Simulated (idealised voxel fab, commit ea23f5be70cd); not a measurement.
process module | voxel capacitor over wiring
cross-section cut | 220 nm wide | cells 5 nm
A cross-section is a grid of square cells, given in bands from the top down. A band is one or more rows of cells.
Each band's line starts with the height of the band's top and of its bottom, in nm. Then come its materials from left to right, each with its width in nm. One material with "throughout" fills the band from edge to edge. "air" is empty space.
Height 0 is the level under which the wafer as received is all one material. The lowest band goes on downwards, as in "0 down".
A width such as "30 to 40" changes by the same amount from each row of cells to the next, from the band's top row to its bottom row.
"no change" after a step means that no cell of the cross-section changed.
closed voids: empty space of 8 cells or more with no open way to the top, each as width x height at its distance from the left edge, in nm
after a step's settings: what the simulator itself notes on the step
overlay nm, on a step with a mask: how far to the right of its planned place the mask lay; to the left if negative
plan
1 op RECEIVE | material Si
2 op CONFORMAL_DEP | material SiO2 | thk nm 10
3 op CONFORMAL_DEP | material SiN | thk nm 5
4 op DIRECTIONAL_DEP | material SiO2 | thk nm 15
5 op PATTERN | tone open | mask id METAL_1 | material resist | width nm 20 | pitch nm 80 | thk nm 20 | overlay nm 0
6 op DIRECTIONAL_ETCH | etch materials SiO2 | depth nm 15
7 op DIRECTIONAL_ETCH | etch materials SiN | depth nm 5
8 op STRIP | etch materials resist
9 op CONFORMAL_DEP | material TiN | thk nm 5
10 op FILL_DEP | material Ru | thk nm 10
11 op CMP | height nm 30
12 op EPI | material Ru | thk nm 5
13 op FILL_DEP | material SiCN | thk nm 5
14 op DIRECTIONAL_DEP | material lowk | thk nm 20
15 op DIRECTIONAL_DEP | material aC | thk nm 10
16 op PATTERN | tone open | mask id PLUG_1 | material resist | width nm 15 | thk nm 25 | overlay nm 0
17 op DIRECTIONAL_ETCH | etch materials aC | depth nm 10
18 op STRIP | etch materials resist
19 op DIRECTIONAL_ETCH | etch materials lowk | depth nm 20
20 op DIRECTIONAL_ETCH | etch materials SiCN | depth nm 5
21 op STRIP | etch materials aC
22 op EPI | material Ru | thk nm 10
23 op EPI | material Ru | thk nm 10
24 op EPI | material Ru | thk nm 5
25 op DIRECTIONAL_DEP | material TiN | thk nm 5
26 op DIRECTIONAL_DEP | material Al2O3 | thk nm 5
27 op DIRECTIONAL_DEP | material TiN | thk nm 5
28 op DIRECTIONAL_DEP | material aC | thk nm 15
29 op PATTERN | tone cover | mask id UPPER_PLATE | material resist | width nm 65 | thk nm 35 | overlay nm 0
30 op DIRECTIONAL_ETCH | etch materials aC | depth nm 15
31 op STRIP | etch materials resist
32 op DIRECTIONAL_ETCH | etch materials TiN | depth nm 5
33 op DIRECTIONAL_ETCH | etch materials Al2O3 | depth nm 5
34 op STRIP | etch materials aC
35 op DIRECTIONAL_DEP | material aC | thk nm 15
36 op PATTERN | tone cover | mask id LOWER_PLATE | material resist | width nm 75 | thk nm 35 | overlay nm 0
37 op DIRECTIONAL_ETCH | etch materials aC | depth nm 15
38 op STRIP | etch materials resist
39 op DIRECTIONAL_ETCH | etch materials TiN | depth nm 5
40 op STRIP | etch materials aC
41 op FILL_DEP | material SiO2 | thk nm 15
42 op CMP | height nm 85
43 op PATTERN | tone open | mask id PLUG_2 | material resist | width nm 15 | thk nm 15 | overlay nm 0
44 op DIRECTIONAL_ETCH | etch materials SiO2 | depth nm 10
45 op STRIP | etch materials resist
46 op CONFORMAL_DEP | material TiN | thk nm 5
47 op FILL_DEP | material Cu | thk nm 10
48 op CMP | height nm 85
49 op CONFORMAL_DEP | material SiN | thk nm 5
as received, after step 1
  0 down: Si throughout
  closed voids: none
a wafer at the end: this start, this plan, one mistake
  90 to 85: SiN throughout
  85 to 80: SiO2 75 | TiN 5 | Cu 5 | TiN 5 | SiO2 130
  80 to 70: SiO2 75 to 65 | TiN 15 to 65 | SiO2 130 to 90
  70 to 65: SiO2 65 | Al2O3 65 | SiO2 90
  65 to 60: SiO2 65 | TiN 70 | SiO2 85
  60 to 40: lowk 65 | Ru 15 | lowk 140
  40 to 35: SiCN 65 | Ru 15 | SiCN 140
  35 to 30: SiCN 55 | Ru 30 | SiCN 50 | Ru 30 | SiCN 55
  30 to 15: SiO2 60 | TiN 5 | Ru 10 | TiN 5 | SiO2 60 | TiN 5 | Ru 10 | TiN 5 | SiO2 60
  15 to 10: SiN 60 | TiN 20 | SiN 60 | TiN 20 | SiN 60
  10 to 0: SiO2 throughout
  0 down: Si throughout
  closed voids: none
what went wrong: step 36 ran as: op PATTERN | tone cover | mask id LOWER_PLATE | material resist | width nm 70 | thk nm 35 | overlay nm 0
